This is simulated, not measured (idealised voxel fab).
The document below concerns the process module designated voxel ribs on slabs.
FYI the section here is cut, 240 nm wide, cells are 5 nm squares.
Cross-section = grid of square cells, listed top down in bands; band = one or more rows. Band: top and bottom heights (nm) first, top before bottom; then materials from left to right, widths in nm. "throughout" marks a sole material filling the band edge to edge. "blank" denotes empty space. Heads up on the height convention: 0 is the point under which the incoming wafer is all one material, and the lowest band has no bottom, it just keeps going down, like "0 nm and below". A width such as "30->40" changes by the same amount from each row of cells to the next, from the band's top row to its bottom row. Where the words "everything unchanged" appear for a step, the cross-section shows no cell changed by that step; every cell remained as before. Entrapped voids: empty space of 8 cells or more with no open way to the top, each as width x height at its distance from the left edge, in nm. It should be noted that, on the line of a given step, the content following the step's settings is a remark produced by the simulator itself with respect to that step. "overlay nm" answers the question of how far to the right of plan the mask lay on a step that has a mask, and when it is negative the answer is to the left.
PROCESS STEPS FORESEEN IN THE PLAN
1,RECEIVE (material Si)
2,DIRECTIONAL_DEP (material SiO2; thk nm 30)
3,DIRECTIONAL_DEP (material SiN; thk nm 20)
4,MASKED_ETCH (tone cover; mask id RIB; width nm 30; etch materials SiN; depth nm 10; overlay nm 0)
5,PATTERN (tone cover; mask id SLAB; material resist; width nm 60; thk nm 20; overlay nm 0)
6,DIRECTIONAL_ETCH (etch materials SiN; depth nm 10)
7,STRIP (etch materials resist)
8,FILL_DEP (material SiO2; thk nm 20)
9,CMP (height nm 60)
10,DIRECTIONAL_DEP (material TiN; thk nm 10)
11,MASKED_ETCH (tone cover; mask id HEATER; width nm 40; etch materials TiN; depth nm 10; overlay nm 0)
12,CONFORMAL_DEP (material SiO2; thk nm 5)
THIS IS THE CROSS-SECTION OF THE WAFER AS WE RECEIVED IT, I.E. AFTER STEP 1
  0 nm and below | Si throughout
  Entrapped voids: none
SECTIONED VIEW, FIRST OF TWO WAFERS, AT THE CLOSE OF THE MODULE, PROCESSED AS INTENDED IN THE PLAN
  75 nm to 70 nm | 95 of blank, then 50 of SiO2, then 95 of blank
  70 nm to 65 nm | 95 of blank, then 5 of SiO2, then 40 of TiN, then 5 of SiO2, then 95 of blank
  65 nm to 60 nm | 100 of SiO2, then 40 of TiN, then 100 of SiO2
  60 nm to 50 nm | SiO2 throughout
  50 nm to 40 nm | 105 of SiO2, then 30 of SiN, then 105 of SiO2
  40 nm to 30 nm | 90 of SiO2, then 60 of SiN, then 90 of SiO2
  30 nm to 0 nm | SiO2 throughout
  0 nm and below | Si throughout
  Entrapped voids: none
WAFER TWO, END OF MODULE, CROSS-SECTION. SAME START, SAME PLAN AS WAFER ONE. ONE MISTAKE IN THE RUN
  75 nm to 70 nm | 95 of blank, then 50 of SiO2, then 95 of blank
  70 nm to 65 nm | 95 of blank, then 5 of SiO2, then 40 of TiN, then 5 of SiO2, then 95 of blank
  65 nm to 60 nm | 100 of SiO2, then 40 of TiN, then 100 of SiO2
  60 nm to 20 nm | SiO2 throughout
  20 nm to 0 nm | SiN throughout
  0 nm and below | Si throughout
  Entrapped voids: none
What was the processing mistake? steps 2 and 3 swapped
The final cell counts differ between the wafers, with the second having more or fewer of some materials than the first: 156 more of SiN | 156 fewer of SiO2
